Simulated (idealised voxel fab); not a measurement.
The name of this process module is voxel double patterning.
It is cross-section cut that appears here, measuring 260 nm in width, its square cells being 5 nm in size.
This document writes a cross-section as a grid whose cells are square, and gives it as bands, listed from the top down; one or more rows of cells form a band.
In this notation a band is specified by the heights of its top and bottom, in that order and in nm, after which its materials appear from left to right, each paired with its width in nm. The word "full width" attached to a single material means that material fills the band from edge to edge; the word "air" stands for empty space.
Convention: height 0 is the level below which the wafer, as received, is all one material. The lowest band does not terminate at the bottom but continues downward, represented as "top 0, no bottom".
Think of "30->40" as a width that walks from the first number to the second as you go down the band, top row to bottom row, taking equal-sized steps from row to row.
Given "no alteration" for a step, no cell of the cross-section differs between before and after that step.
In "Closed-off voids" the enclosed voids are listed, meaning empty spaces of 8 cells or larger without any opening to the top. The form is width x height at distance, distance from the left edge, units nm.
Read whatever lies past the settings on a step's line as the simulator's own remark about the step.
The line of a step may include "overlay nm". On a step with a mask, this value is how far to the right of its planned place the mask lay. A negative value means the mask lay to the left.
Before/after cross-section pairs, one process step each; after shown to lowest changed band; step and settings beneath. Pairs may be from different runs of this module on the same starting wafer; a pair continues from the one above only where its "Geometry before processing" entry says so.

### Geometry before processing
	top 30, bottom 25 = 70 nm SiCN; 15 nm air; 10 nm SiCN; 20 nm air; 5 nm SiCN; 15 nm air; 10 nm SiCN; 20 nm air; 5 nm SiCN; 15 nm air; 75 nm SiCN
	top 25, bottom 10 = TiN full width
	top 10, bottom 0 = SiO2 full width
	top 0, no bottom = Si full width
	Closed-off voids: none

### Structure After Step
	top 30, bottom 25 = 70 nm SiCN; 15 nm air; 10 nm SiCN; 20 nm air; 5 nm SiCN; 15 nm air; 10 nm SiCN; 20 nm air; 5 nm SiCN; 15 nm air; 75 nm SiCN
	top 25, bottom 10 = 70 nm TiN; 15 nm air; 10 nm TiN; 20 nm air; 5 nm TiN; 15 nm air; 10 nm TiN; 20 nm air; 5 nm TiN; 15 nm air; 75 nm TiN
	Under the height 10 nothing was changed.
	Closed-off voids: none
Q: step between the cross-sections above? A: DIRECTIONAL_ETCH | etch materials TiN | depth nm 15

Geometry before processing: refer to the pair immediately above; the cross-section shown after its step is the state before this one.

### Structure After Step
	top 25, bottom 10 = 70 nm TiN; 15 nm air; 10 nm TiN; 20 nm air; 5 nm TiN; 15 nm air; 10 nm TiN; 20 nm air; 5 nm TiN; 15 nm air; 75 nm TiN
	Under the height 10 nothing was changed.
	Closed-off voids: none
Q: step between the cross-sections above? A: STRIP | etch materials SiCN

### Geometry before processing
	top 30, bottom 25 = SiCN full width
	top 25, bottom 10 = TiN full width
	top 10, bottom 0 = SiO2 full width
	top 0, no bottom = Si full width
	Closed-off voids: none

### Structure After Step
	top 30, bottom 25 = 60 nm SiCN; 15 nm air; 35 nm SiCN; 15 nm air; 35 nm SiCN; 15 nm air; 85 nm SiCN
	Under the height 25 nothing was changed.
	Closed-off voids: none
Q: step between the cross-sections above? A: MASKED_ETCH | tone open | mask id FIRST | width nm 15 | pitch nm 50 | etch materials SiCN | depth nm 5 | overlay nm -10

Geometry before processing: refer to the pair immediately above; the cross-section shown after its step is the state before this one.

### Structure After Step
	top 45, bottom 40 = 60 nm aC; 15 nm air; 35 nm aC; 15 nm air; 35 nm aC; 15 nm air; 85 nm aC
	top 40, bottom 30 = aC full width
	top 30, bottom 25 = 60 nm SiCN; 15 nm aC; 35 nm SiCN; 15 nm aC; 35 nm SiCN; 15 nm aC; 85 nm SiCN
	Under the height 25 nothing was changed.
	Closed-off voids: none
Q: step between the cross-sections above? A: DIRECTIONAL_DEP | material aC | thk nm 15

Geometry before processing: refer to the pair immediately above; the cross-section shown after its step is the state before this one.

### Structure After Step
	top 80, bottom 45 = 95 nm resist; 15 nm air; 35 nm resist; 15 nm air; 100 nm resist
	top 45, bottom 40 = 60 nm aC; 15 nm resist; 35 nm aC; 15 nm resist; 35 nm aC; 15 nm resist; 85 nm aC
	Under the height 40 nothing was changed.
	Closed-off voids: none
Q: step between the cross-sections above? A: PATTERN | tone open | mask id SECOND | material resist | width nm 15 | pitch nm 50 | thk nm 35 | overlay nm 0

Geometry before processing: refer to the pair immediately above; the cross-section shown after its step is the state before this one.

### Structure After Step
	top 65, bottom 45 = 95 nm resist; 15 nm air; 35 nm resist; 15 nm air; 100 nm resist
	top 45, bottom 40 = 60 nm aC; 15 nm resist; 20 nm aC; 15 nm air; 15 nm resist; 20 nm aC; 15 nm air; 15 nm resist; 85 nm aC
	top 40, bottom 30 = 95 nm aC; 15 nm air; 35 nm aC; 15 nm air; 100 nm aC
	Under the height 30 nothing was changed.
	Closed-off voids: none
Q: step between the cross-sections above? A: DIRECTIONAL_ETCH | etch materials aC | depth nm 15

Geometry before processing: refer to the pair immediately above; the cross-section shown after its step is the state before this one.

### Structure After Step
	top 45, bottom 40 = 60 nm aC; 15 nm air; 20 nm aC; 30 nm air; 20 nm aC; 30 nm air; 85 nm aC
	Under the height 40 nothing was changed.
	Closed-off voids: none
Q: step between the cross-sections above? A: STRIP | etch materials resist

Geometry before processing: refer to the pair immediately above; the cross-section shown after its step is the state before this one.

### Structure After Step
	top 45, bottom 40 = 60 nm aC; 15 nm air; 20 nm aC; 30 nm air; 20 nm aC; 30 nm air; 85 nm aC
	top 40, bottom 30 = 95 nm aC; 15 nm air; 35 nm aC; 15 nm air; 100 nm aC
	top 30, bottom 25 = 60 nm SiCN; 15 nm aC; 20 nm SiCN; 15 nm air; 15 nm aC; 20 nm SiCN; 15 nm air; 15 nm aC; 85 nm SiCN
	Under the height 25 nothing was changed.
	Closed-off voids: none
Q: step between the cross-sections above? A: DIRECTIONAL_ETCH | etch materials SiCN | depth nm 5

Geometry before processing: refer to the pair immediately above; the cross-section shown after its step is the state before this one.

### Structure After Step
	top 30, bottom 25 = 60 nm SiCN; 15 nm air; 20 nm SiCN; 30 nm air; 20 nm SiCN; 30 nm air; 85 nm SiCN
	Under the height 25 nothing was changed.
	Closed-off voids: none
Q: step between the cross-sections above? A: STRIP | etch materials aC

Geometry before processing: refer to the pair immediately above; the cross-section shown after its step is the state before this one.

### Structure After Step
	top 30, bottom 25 = 60 nm SiCN; 15 nm air; 20 nm SiCN; 30 nm air; 20 nm SiCN; 30 nm air; 85 nm SiCN
	top 25, bottom 10 = 60 nm TiN; 15 nm air; 20 nm TiN; 30 nm air; 20 nm TiN; 30 nm air; 85 nm TiN
	Under the height 10 nothing was changed.
	Closed-off voids: none
Q: step between the cross-sections above? A: DIRECTIONAL_ETCH | etch materials TiN | depth nm 15

Geometry before processing: refer to the pair immediately above; the cross-section shown after its step is the state before this one.

### Structure After Step
	top 25, bottom 10 = 60 nm TiN; 15 nm air; 20 nm TiN; 30 nm air; 20 nm TiN; 30 nm air; 85 nm TiN
	Under the height 10 nothing was changed.
	Closed-off voids: none
Q: step between the cross-sections above? A: STRIP | etch materials SiCN

### Geometry before processing
	top 30, bottom 25 = 70 nm SiCN; 15 nm air; 35 nm SiCN; 15 nm air; 35 nm SiCN; 15 nm air; 75 nm SiCN
	top 25, bottom 10 = TiN full width
	top 10, bottom 0 = SiO2 full width
	top 0, no bottom = Si full width
	Closed-off voids: none

### Structure After Step
	top 45, bottom 40 = 70 nm SiO2; 15 nm air; 35 nm SiO2; 15 nm air; 35 nm SiO2; 15 nm air; 75 nm SiO2
	top 40, bottom 30 = SiO2 full width
	top 30, bottom 25 = 70 nm SiCN; 15 nm SiO2; 35 nm SiCN; 15 nm SiO2; 35 nm SiCN; 15 nm SiO2; 75 nm SiCN
	Under the height 25 nothing was changed.
	Closed-off voids: none
Q: step between the cross-sections above? A: DIRECTIONAL_DEP | material SiO2 | thk nm 15

Geometry before processing: refer to the pair immediately above; the cross-section shown after its step is the state before this one.

### Structure After Step
	top 80, bottom 45 = 95 nm resist; 15 nm air; 35 nm resist; 15 nm air; 100 nm resist
	top 45, bottom 40 = 70 nm SiO2; 15 nm resist; 35 nm SiO2; 15 nm resist; 35 nm SiO2; 15 nm resist; 75 nm SiO2
	Under the height 40 nothing was changed.
	Closed-off voids: none
Q: step between the cross-sections above? A: PATTERN | tone open | mask id SECOND | material resist | width nm 15 | pitch nm 50 | thk nm 35 | overlay nm 0

Geometry before processing: refer to the pair immediately above; the cross-section shown after its step is the state before this one.

### Structure After Step
	top 65, bottom 45 = 95 nm resist; 15 nm air; 35 nm resist; 15 nm air; 100 nm resist
	Under the height 45 nothing was changed.
	Closed-off voids: none
Q: step between the cross-sections above? A: DIRECTIONAL_ETCH | etch materials aC | depth nm 15

Geometry before processing: refer to the pair immediately above; the cross-section shown after its step is the state before this one.

### Structure After Step
	top 45, bottom 40 = 70 nm SiO2; 15 nm air; 35 nm SiO2; 15 nm air; 35 nm SiO2; 15 nm air; 75 nm SiO2
	Under the height 40 nothing was changed.
	Closed-off voids: none
Q: step between the cross-sections above? A: STRIP | etch materials resist

### Geometry before processing
	top 30, bottom 25 = SiCN full width
	top 25, bottom 10 = TiN full width
	top 10, bottom 0 = SiO2 full width
	top 0, no bottom = Si full width
	Closed-off voids: none

### Structure After Step
	top 30, bottom 25 = 70 nm air; 15 nm SiCN; 35 nm air; 15 nm SiCN; 35 nm air; 15 nm SiCN; 75 nm air
	Under the height 25 nothing was changed.
	Closed-off voids: none
Q: step between the cross-sections above? A: MASKED_ETCH | tone cover | mask id FIRST | width nm 15 | pitch nm 50 | etch materials SiCN | depth nm 5 | overlay nm 0

Geometry before processing: refer to the pair immediately above; the cross-section shown after its step is the state before this one.

### Structure After Step
	top 45, bottom 40 = 70 nm air; 15 nm aC; 35 nm air; 15 nm aC; 35 nm air; 15 nm aC; 75 nm air
	top 40, bottom 30 = aC full width
	top 30, bottom 25 = 70 nm aC; 15 nm SiCN; 35 nm aC; 15 nm SiCN; 35 nm aC; 15 nm SiCN; 75 nm aC
	Under the height 25 nothing was changed.
	Closed-off voids: none
Q: step between the cross-sections above? A: DIRECTIONAL_DEP | material aC | thk nm 15

Geometry before processing: refer to the pair immediately above; the cross-section shown after its step is the state before this one.

### Structure After Step
	top 80, bottom 45 = 95 nm resist; 15 nm air; 35 nm resist; 15 nm air; 100 nm resist
	top 45, bottom 40 = 70 nm resist; 15 nm aC; 10 nm resist; 15 nm air; 10 nm resist; 15 nm aC; 10 nm resist; 15 nm air; 10 nm resist; 15 nm aC; 75 nm resist
	Under the height 40 nothing was changed.
	Closed-off voids: none
Q: step between the cross-sections above? A: PATTERN | tone open | mask id SECOND | material resist | width nm 15 | pitch nm 50 | thk nm 35 | overlay nm 0

Geometry before processing: refer to the pair immediately above; the cross-section shown after its step is the state before this one.

### Structure After Step
	top 65, bottom 45 = 95 nm resist; 15 nm air; 35 nm resist; 15 nm air; 100 nm resist
	top 45, bottom 40 = 70 nm resist; 15 nm aC; 10 nm resist; 15 nm air; 10 nm resist; 15 nm aC; 10 nm resist; 15 nm air; 10 nm resist; 15 nm aC; 75 nm resist
	top 40, bottom 30 = 95 nm aC; 15 nm air; 35 nm aC; 15 nm air; 100 nm aC
	top 30, bottom 25 = 70 nm aC; 15 nm SiCN; 10 nm aC; 15 nm air; 10 nm aC; 15 nm SiCN; 10 nm aC; 15 nm air; 10 nm aC; 15 nm SiCN; 75 nm aC
	Under the height 25 nothing was changed.
	Closed-off voids: none
Q: step between the cross-sections above? A: DIRECTIONAL_ETCH | etch materials aC | depth nm 15

Geometry before processing: refer to the pair immediately above; the cross-section shown after its step is the state before this one.

### Structure After Step
	top 45, bottom 40 = 70 nm air; 15 nm aC; 35 nm air; 15 nm aC; 35 nm air; 15 nm aC; 75 nm air
	Under the height 40 nothing was changed.
	Closed-off voids: none
Q: step between the cross-sections above? A: STRIP | etch materials resist

Geometry before processing: refer to the pair immediately above; the cross-section shown after its step is the state before this one.

### Structure After Step
	top 30, bottom 25 = 70 nm air; 15 nm SiCN; 35 nm air; 15 nm SiCN; 35 nm air; 15 nm SiCN; 75 nm air
	Under the height 25 nothing was changed.
	Closed-off voids: none
Q: step between the cross-sections above? A: STRIP | etch materials aC

Geometry before processing: refer to the pair immediately above; the cross-section shown after its step is the state before this one.

### Structure After Step
	top 30, bottom 25 = 70 nm air; 15 nm SiCN; 35 nm air; 15 nm SiCN; 35 nm air; 15 nm SiCN; 75 nm air
	top 25, bottom 10 = 70 nm air; 15 nm TiN; 35 nm air; 15 nm TiN; 35 nm air; 15 nm TiN; 75 nm air
	Under the height 10 nothing was changed.
	Closed-off voids: none
Q: step between the cross-sections above? A: DIRECTIONAL_ETCH | etch materials TiN | depth nm 15

Geometry before processing: refer to the pair immediately above; the cross-section shown after its step is the state before this one.

### Structure After Step
	top 25, bottom 10 = 70 nm air; 15 nm TiN; 35 nm air; 15 nm TiN; 35 nm air; 15 nm TiN; 75 nm air
	Under the height 10 nothing was changed.
	Closed-off voids: none
Q: step between the cross-sections above? A: STRIP | etch materials SiCN
